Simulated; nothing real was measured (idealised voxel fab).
process module | voxel capacitor over wiring
cross-section cut | 250 nm wide | cells 5 nm
A cross-section is a grid of square cells, given in bands from the top down. A band is one or more rows of cells.
Each band's line starts with the height of the band's top and of its bottom, in nm. Then come its materials from left to right, each with its width in nm. One material with "throughout" fills the band from edge to edge. "air" is empty space.
Height 0 is the level under which the wafer as received is all one material. The lowest band goes on downwards, as in "0 down".
A width such as "30 to 40" changes by the same amount from each row of cells to the next, from the band's top row to its bottom row.
"no change" after a step means that no cell of the cross-section changed.
closed voids: empty space of 8 cells or more with no open way to the top, each as width x height at its distance from the left edge, in nm
after a step's settings: what the simulator itself notes on the step
overlay nm, on a step with a mask: how far to the right of its planned place the mask lay; to the left if negative
plan
1 op RECEIVE | material Si
2 op CONFORMAL_DEP | material SiO2 | thk nm 10
3 op CONFORMAL_DEP | material SiN | thk nm 5
4 op DIRECTIONAL_DEP | material lowk | thk nm 20
5 op PATTERN | tone open | mask id METAL_1 | material resist | width nm 20 | pitch nm 90 | thk nm 15 | overlay nm 0
6 op DIRECTIONAL_ETCH | etch materials lowk | depth nm 20
7 op DIRECTIONAL_ETCH | etch materials SiN | depth nm 5
8 op STRIP | etch materials resist
9 op CONFORMAL_DEP | material TiN | thk nm 5
10 op FILL_DEP | material Ru | thk nm 10
11 op CMP | height nm 35
12 op EPI | material Ru | thk nm 5
13 op FILL_DEP | material SiCN | thk nm 5
14 op DIRECTIONAL_DEP | material SiO2 | thk nm 15
15 op PATTERN | tone open | mask id PLUG_1 | material resist | width nm 15 | thk nm 15 | overlay nm 0
16 op DIRECTIONAL_ETCH | etch materials SiO2 | depth nm 15
17 op DIRECTIONAL_ETCH | etch materials SiCN | depth nm 5
18 op STRIP | etch materials resist
19 op EPI | material Ru | thk nm 10
20 op EPI | material Ru | thk nm 10
21 op DIRECTIONAL_DEP | material TiN | thk nm 10
22 op DIRECTIONAL_DEP | material SiN | thk nm 5
23 op DIRECTIONAL_DEP | material TiN | thk nm 10
24 op PATTERN | tone cover | mask id UPPER_PLATE | material resist | width nm 75 | thk nm 20 | overlay nm 0
25 op DIRECTIONAL_ETCH | etch materials TiN | depth nm 10
26 op DIRECTIONAL_ETCH | etch materials SiN | depth nm 5
27 op STRIP | etch materials resist
28 op PATTERN | tone cover | mask id LOWER_PLATE | material resist | width nm 85 | thk nm 15 | overlay nm 0
29 op DIRECTIONAL_ETCH | etch materials TiN | depth nm 10
30 op STRIP | etch materials resist
31 op FILL_DEP | material SiO2 | thk nm 15
32 op CMP | height nm 95
33 op PATTERN | tone open | mask id PLUG_2 | material resist | width nm 15 | thk nm 15 | overlay nm 0
34 op DIRECTIONAL_ETCH | etch materials SiO2 | depth nm 10
35 op STRIP | etch materials resist
36 op CONFORMAL_DEP | material TiN | thk nm 5
37 op FILL_DEP | material Ru | thk nm 5
38 op CMP | height nm 95
39 op CONFORMAL_DEP | material SiN | thk nm 5
first wafer, as planned
as received, after step 1
  0 down: Si throughout
  closed voids: none
after step 2
  10 to 0: SiO2 throughout
  below 0: unchanged
after step 3
  15 to 10: SiN throughout
  below 10: unchanged
after step 4
  35 to 15: lowk throughout
  below 15: unchanged
after step 5
  50 to 35: resist 70 | air 20 | resist 70 | air 20 | resist 70
  below 35: unchanged
after step 6
  50 to 35: resist 70 | air 20 | resist 70 | air 20 | resist 70
  35 to 15: lowk 70 | air 20 | lowk 70 | air 20 | lowk 70
  below 15: unchanged
after step 7
  50 to 35: resist 70 | air 20 | resist 70 | air 20 | resist 70
  35 to 15: lowk 70 | air 20 | lowk 70 | air 20 | lowk 70
  15 to 10: SiN 70 | air 20 | SiN 70 | air 20 | SiN 70
  below 10: unchanged
after step 8
  35 to 15: lowk 70 | air 20 | lowk 70 | air 20 | lowk 70
  below 15: unchanged
after step 9
  40 to 35: TiN 75 | air 10 | TiN 80 | air 10 | TiN 75
  35 to 15: lowk 70 | TiN 5 | air 10 | TiN 5 | lowk 70 | TiN 5 | air 10 | TiN 5 | lowk 70
  15 to 10: SiN 70 | TiN 20 | SiN 70 | TiN 20 | SiN 70
  below 10: unchanged
after step 10
  50 to 40: Ru throughout
  40 to 35: TiN 75 | Ru 10 | TiN 80 | Ru 10 | TiN 75
  35 to 15: lowk 70 | TiN 5 | Ru 10 | TiN 5 | lowk 70 | TiN 5 | Ru 10 | TiN 5 | lowk 70
  below 15: unchanged
after step 11
  35 to 15: lowk 70 | TiN 5 | Ru 10 | TiN 5 | lowk 70 | TiN 5 | Ru 10 | TiN 5 | lowk 70
  below 15: unchanged
after step 12
  40 to 35: air 65 | Ru 30 | air 60 | Ru 30 | air 65
  below 35: unchanged
after step 13
  45 to 40: SiCN throughout
  40 to 35: SiCN 65 | Ru 30 | SiCN 60 | Ru 30 | SiCN 65
  below 35: unchanged
after step 14
  60 to 45: SiO2 throughout
  below 45: unchanged
after step 15
  75 to 60: resist 75 | air 15 | resist 160
  below 60: unchanged
after step 16
  75 to 60: resist 75 | air 15 | resist 160
  60 to 45: SiO2 75 | air 15 | SiO2 160
  below 45: unchanged
after step 17
  75 to 60: resist 75 | air 15 | resist 160
  60 to 45: SiO2 75 | air 15 | SiO2 160
  45 to 40: SiCN 75 | air 15 | SiCN 160
  below 40: unchanged
after step 18
  60 to 45: SiO2 75 | air 15 | SiO2 160
  below 45: unchanged
after step 19
  60 to 50: SiO2 75 | air 15 | SiO2 160
  50 to 45: SiO2 75 | Ru 15 | SiO2 160
  45 to 40: SiCN 75 | Ru 15 | SiCN 160
  below 40: unchanged
after step 20
  60 to 45: SiO2 75 | Ru 15 | SiO2 160
  below 45: unchanged
after step 21
  70 to 60: TiN throughout
  below 60: unchanged
after step 22
  75 to 70: SiN throughout
  below 70: unchanged
after step 23
  85 to 75: TiN throughout
  below 75: unchanged
after step 24
  105 to 85: air 75 | resist 75 | air 100
  below 85: unchanged
after step 25
  105 to 85: air 75 | resist 75 | air 100
  85 to 75: air 75 | TiN 75 | air 100
  below 75: unchanged
after step 26
  105 to 85: air 75 | resist 75 | air 100
  85 to 75: air 75 | TiN 75 | air 100
  75 to 70: air 75 | SiN 75 | air 100
  below 70: unchanged
after step 27
  85 to 75: air 75 | TiN 75 | air 100
  below 75: unchanged
after step 28
  100 to 85: air 70 | resist 85 | air 95
  85 to 75: air 70 | resist 5 | TiN 75 | resist 5 | air 95
  75 to 70: air 70 | resist 5 | SiN 75 | resist 5 | air 95
  below 70: unchanged
after step 29
  100 to 85: air 70 | resist 85 | air 95
  85 to 75: air 70 | resist 5 | TiN 75 | resist 5 | air 95
  75 to 70: air 70 | resist 5 | SiN 75 | resist 5 | air 95
  70 to 60: air 70 | TiN 85 | air 95
  below 60: unchanged
after step 30
  85 to 75: air 75 | TiN 75 | air 100
  75 to 70: air 75 | SiN 75 | air 100
  below 70: unchanged
after step 31
  100 to 85: SiO2 throughout
  85 to 75: SiO2 75 | TiN 75 | SiO2 100
  75 to 70: SiO2 75 | SiN 75 | SiO2 100
  70 to 60: SiO2 70 | TiN 85 | SiO2 95
  below 60: unchanged
after step 32
  95 to 85: SiO2 throughout
  below 85: unchanged
after step 33
  110 to 95: resist 85 | air 15 | resist 150
  below 95: unchanged
after step 34
  110 to 95: resist 85 | air 15 | resist 150
  95 to 85: SiO2 85 | air 15 | SiO2 150
  below 85: unchanged
after step 35
  95 to 85: SiO2 85 | air 15 | SiO2 150
  below 85: unchanged
after step 36
  100 to 95: TiN 90 | air 5 | TiN 155
  95 to 90: SiO2 85 | TiN 5 | air 5 | TiN 5 | SiO2 150
  90 to 85: SiO2 85 | TiN 15 | SiO2 150
  below 85: unchanged
after step 37
  105 to 100: Ru throughout
  100 to 95: TiN 90 | Ru 5 | TiN 155
  95 to 90: SiO2 85 | TiN 5 | Ru 5 | TiN 5 | SiO2 150
  below 90: unchanged
after step 38
  95 to 90: SiO2 85 | TiN 5 | Ru 5 | TiN 5 | SiO2 150
  below 90: unchanged
after step 39
  100 to 95: SiN throughout
  below 95: unchanged
second wafer: like start, like plan, one mistake. Through step 18 it matches the first wafer
when step 20 should have ended
  70 to 60: air 65 | Ru 35 | air 150
  60 to 45: SiO2 75 | Ru 15 | SiO2 160
  45 to 40: SiCN 75 | Ru 15 | SiCN 160
  below 40: unchanged
when step 21 should have ended
  80 to 70: air 65 | TiN 35 | air 150
  70 to 60: TiN 65 | Ru 35 | TiN 150
  below 60: unchanged
when step 22 should have ended
  85 to 80: air 65 | SiN 35 | air 150
  80 to 75: air 65 | TiN 35 | air 150
  75 to 70: SiN 65 | TiN 35 | SiN 150
  below 70: unchanged
when step 23 should have ended
  95 to 85: air 65 | TiN 35 | air 150
  85 to 80: TiN 65 | SiN 35 | TiN 150
  80 to 75: TiN throughout
  below 75: unchanged
when step 24 should have ended
  115 to 95: air 75 | resist 75 | air 100
  95 to 85: air 65 | TiN 35 | resist 50 | air 100
  below 85: unchanged
when step 25 should have ended
  115 to 95: air 75 | resist 75 | air 100
  95 to 85: air 75 | TiN 25 | resist 50 | air 100
  85 to 80: air 65 | SiN 35 | TiN 50 | air 100
  80 to 75: air 65 | TiN 85 | air 100
  below 75: unchanged
when step 26 should have ended
  115 to 95: air 75 | resist 75 | air 100
  95 to 85: air 75 | TiN 25 | resist 50 | air 100
  85 to 80: air 75 | SiN 25 | TiN 50 | air 100
  80 to 75: air 65 | TiN 85 | air 100
  75 to 70: air 65 | TiN 35 | SiN 50 | air 100
  below 70: unchanged
when step 27 should have ended
  95 to 85: air 75 | TiN 25 | air 150
  below 85: unchanged
when step 28 should have ended
  110 to 95: air 70 | resist 85 | air 95
  95 to 85: air 70 | resist 5 | TiN 25 | resist 55 | air 95
  85 to 80: air 70 | resist 5 | SiN 25 | TiN 50 | resist 5 | air 95
  80 to 75: air 65 | TiN 85 | resist 5 | air 95
  75 to 70: air 65 | TiN 35 | SiN 50 | resist 5 | air 95
  below 70: unchanged
when step 29 should have ended
  110 to 95: air 70 | resist 85 | air 95
  95 to 85: air 70 | resist 5 | TiN 25 | resist 55 | air 95
  85 to 80: air 70 | resist 5 | SiN 25 | TiN 50 | resist 5 | air 95
  80 to 75: air 70 | TiN 80 | resist 5 | air 95
  75 to 70: air 70 | TiN 30 | SiN 50 | resist 5 | air 95
  70 to 60: air 65 | Ru 35 | TiN 55 | air 95
  below 60: unchanged
when step 30 should have ended
  95 to 85: air 75 | TiN 25 | air 150
  85 to 80: air 75 | SiN 25 | TiN 50 | air 100
  80 to 75: air 70 | TiN 80 | air 100
  75 to 70: air 70 | TiN 30 | SiN 50 | air 100
  below 70: unchanged
when step 31 should have ended
  110 to 95: SiO2 throughout
  95 to 85: SiO2 75 | TiN 25 | SiO2 150
  85 to 80: SiO2 75 | SiN 25 | TiN 50 | SiO2 100
  80 to 75: SiO2 70 | TiN 80 | SiO2 100
  75 to 70: SiO2 70 | TiN 30 | SiN 50 | SiO2 100
  70 to 60: SiO2 65 | Ru 35 | TiN 55 | SiO2 95
  below 60: unchanged
when step 32 should have ended
  95 to 85: SiO2 75 | TiN 25 | SiO2 150
  below 85: unchanged
when step 33 should have ended
  110 to 95: resist 85 | air 15 | resist 150
  below 95: unchanged
when step 34 should have ended: no change
when step 35 should have ended
  95 to 85: SiO2 75 | TiN 25 | SiO2 150
  below 85: unchanged
when step 36 should have ended
  100 to 95: TiN throughout
  below 95: unchanged
when step 37 should have ended
  105 to 100: Ru throughout
  below 100: unchanged
when step 38 should have ended
  95 to 85: SiO2 75 | TiN 25 | SiO2 150
  below 85: unchanged
when step 39 should have ended
  100 to 95: SiN throughout
  below 95: unchanged
what went wrong: one of the steps 19 and 20, which are alike, was run twice
at the end the second wafer has, in cells: 13 more of Ru | 8 fewer of SiO2 | 5 fewer of TiN
